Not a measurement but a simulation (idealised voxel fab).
process module | voxel lift off
cross-section cut | 215 nm wide | cells 5 nm
A cross-section is a grid of square cells, given in bands from the top down. A band is one or more rows of cells.
Each band's line starts with the height of the band's top and of its bottom, in nm. Then come its materials from left to right, each with its width in nm. One material with "throughout" fills the band from edge to edge. "air" is empty space.
Height 0 is the level under which the wafer as received is all one material. The lowest band goes on downwards, as in "0 down".
A width such as "30 to 40" changes by the same amount from each row of cells to the next, from the band's top row to its bottom row.
"no change" after a step means that no cell of the cross-section changed.
closed voids: empty space of 8 cells or more with no open way to the top, each as width x height at its distance from the left edge, in nm
after a step's settings: what the simulator itself notes on the step
overlay nm, on a step with a mask: how far to the right of its planned place the mask lay; to the left if negative
plan
1 op RECEIVE | material Si
2 op CONFORMAL_DEP | material Al2O3 | thk nm 15
3 op PATTERN | tone open | mask id LINES | material resist | width nm 15 | pitch nm 30 | thk nm 20 | overlay nm 0
4 op DIRECTIONAL_DEP | material Ru | thk nm 10
5 op STRIP | etch materials resist
6 op CONFORMAL_DEP | material SiO2 | thk nm 5
first wafer, as planned
as received, after step 1
  0 down: Si throughout
  closed voids: none
after step 2
  15 to 0: Al2O3 throughout
  below 0: unchanged
after step 3
  35 to 15: resist 85 | air 15 | resist 15 | air 15 | resist 85
  below 15: unchanged
after step 4
  45 to 35: Ru 85 | air 15 | Ru 15 | air 15 | Ru 85
  35 to 25: resist 85 | air 15 | resist 15 | air 15 | resist 85
  25 to 15: resist 85 | Ru 15 | resist 15 | Ru 15 | resist 85
  below 15: unchanged
after step 5
  25 to 15: air 85 | Ru 15 | air 15 | Ru 15 | air 85
  below 15: unchanged
after step 6
  30 to 25: air 80 | SiO2 25 | air 5 | SiO2 25 | air 80
  25 to 20: air 80 | SiO2 5 | Ru 15 | SiO2 5 | air 5 | SiO2 5 | Ru 15 | SiO2 5 | air 80
  20 to 15: SiO2 85 | Ru 15 | SiO2 15 | Ru 15 | SiO2 85
  below 15: unchanged
second wafer: like start, like plan, one mistake. Through step 1 it matches the first wafer
when step 2 should have ended
  30 to 0: Al2O3 throughout
  below 0: unchanged
when step 3 should have ended
  50 to 30: resist 85 | air 15 | resist 15 | air 15 | resist 85
  below 30: unchanged
when step 4 should have ended
  60 to 50: Ru 85 | air 15 | Ru 15 | air 15 | Ru 85
  50 to 40: resist 85 | air 15 | resist 15 | air 15 | resist 85
  40 to 30: resist 85 | Ru 15 | resist 15 | Ru 15 | resist 85
  below 30: unchanged
when step 5 should have ended
  40 to 30: air 85 | Ru 15 | air 15 | Ru 15 | air 85
  below 30: unchanged
when step 6 should have ended
  45 to 40: air 80 | SiO2 25 | air 5 | SiO2 25 | air 80
  40 to 35: air 80 | SiO2 5 | Ru 15 | SiO2 5 | air 5 | SiO2 5 | Ru 15 | SiO2 5 | air 80
  35 to 30: SiO2 85 | Ru 15 | SiO2 15 | Ru 15 | SiO2 85
  below 30: unchanged
what went wrong: step 2 was run twice
at the end the second wafer has, in cells: 129 more of Al2O3
